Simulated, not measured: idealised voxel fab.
The following process module bears the name voxel air gaps.
In the cross-section labelled cut, the width is 215 nm and each square cell is 5 nm.
Cross-section layout: square cells on a grid; listed as bands, top to bottom; a band spans one or more cell rows. Read a band's entry like this: the first values are the height of its top and the height of its bottom in nm, and what follows is the sequence of materials from left to right, each with its width in nm. Note that "air" is empty space, and that a single material marked "all across" reaches across the band from edge to edge. Heights from 0 (as-received wafer is one material below). Bottom band endless downward, as "top 0, no bottom". The width entry "30..40" should be interpreted row by row: the top row of cells in the band takes the first number, the bottom row takes the second number, and the change between adjacent rows is uniform throughout. Any step labelled "stayed the same" changed none of the cells in the cross-section. For the entry "Unvented cavities", the listed items are empty spaces with no open way to the top whose size is 8 cells or more; each item follows the pattern width x height at distance, where distance is from the left edge and all three are in nm. What comes after the settings on a step's line is commentary from the simulator itself on that step. The optional step-line setting "overlay nm" applies to steps with a mask and quantifies how far to the right of its planned location the mask lay, a negative value indicating leftward placement.
Intended process steps:
1,RECEIVE with material Si
2,CONFORMAL_DEP with material SiO2, thk nm 10
3,CONFORMAL_DEP with material SiN, thk nm 5
4,DIRECTIONAL_DEP with material SiO2, thk nm 35
5,DIRECTIONAL_DEP with material aC, thk nm 10
6,PATTERN with tone open, mask id LINES, material resist, width nm 25, pitch nm 55, thk nm 25, overlay nm 0
7,DIRECTIONAL_ETCH with etch materials aC, depth nm 10
8,STRIP with etch materials resist
9,DIRECTIONAL_ETCH with etch materials SiO2, depth nm 35
10,STRIP with etch materials aC
11,CONFORMAL_DEP with material TiN, thk nm 5
12,FILL_DEP with material Cu, thk nm 5
13,CMP with height nm 50
14,EPI with material Ru, thk nm 10
15,SELECTIVE_ETCH with etch materials SiO2, depth nm 45
16,CONFORMAL_DEP with material SiCN, thk nm 5
Cross-section, incoming material, after step 1:
- top 0, no bottom: Si all across
- Unvented cavities: none
Here's the wafer cut in cross-section after the module, started and planned just like above, except one thing was done wrong in the run:
- top 65, bottom 60: SiCN all across
- top 60, bottom 50: Ru=50 | SiCN=5 | Ru=50 | SiCN=5 | Ru=50 | SiCN=5 | Ru=50
- top 50, bottom 45: Cu=35 | TiN=5 | SiCN=25 | TiN=5 | Cu=20 | TiN=5 | SiCN=25 | TiN=5 | Cu=20 | TiN=5 | SiCN=25 | TiN=5 | Cu=35
- top 45, bottom 20: Cu=35 | TiN=5 | SiCN=5 | air=15 | SiCN=5 | TiN=5 | Cu=20 | TiN=5 | SiCN=5 | air=15 | SiCN=5 | TiN=5 | Cu=20 | TiN=5 | SiCN=5 | air=15 | SiCN=5 | TiN=5 | Cu=35
- top 20, bottom 15: TiN=40 | SiCN=25 | TiN=30 | SiCN=25 | TiN=30 | SiCN=25 | TiN=40
- top 15, bottom 10: SiN all across
- top 10, bottom 0: SiO2 all across
- top 0, no bottom: Si all across
- Unvented cavities: 15 x 25 at 45; 15 x 25 at 100; 15 x 25 at 155
Where did the run depart from the plan? it should be noted that step 6 was executed with settings other than those planned, the operation and settings actually applied being PATTERN with tone cover, mask id LINES, material resist, width nm 25, pitch nm 55, thk nm 25, overlay nm 0
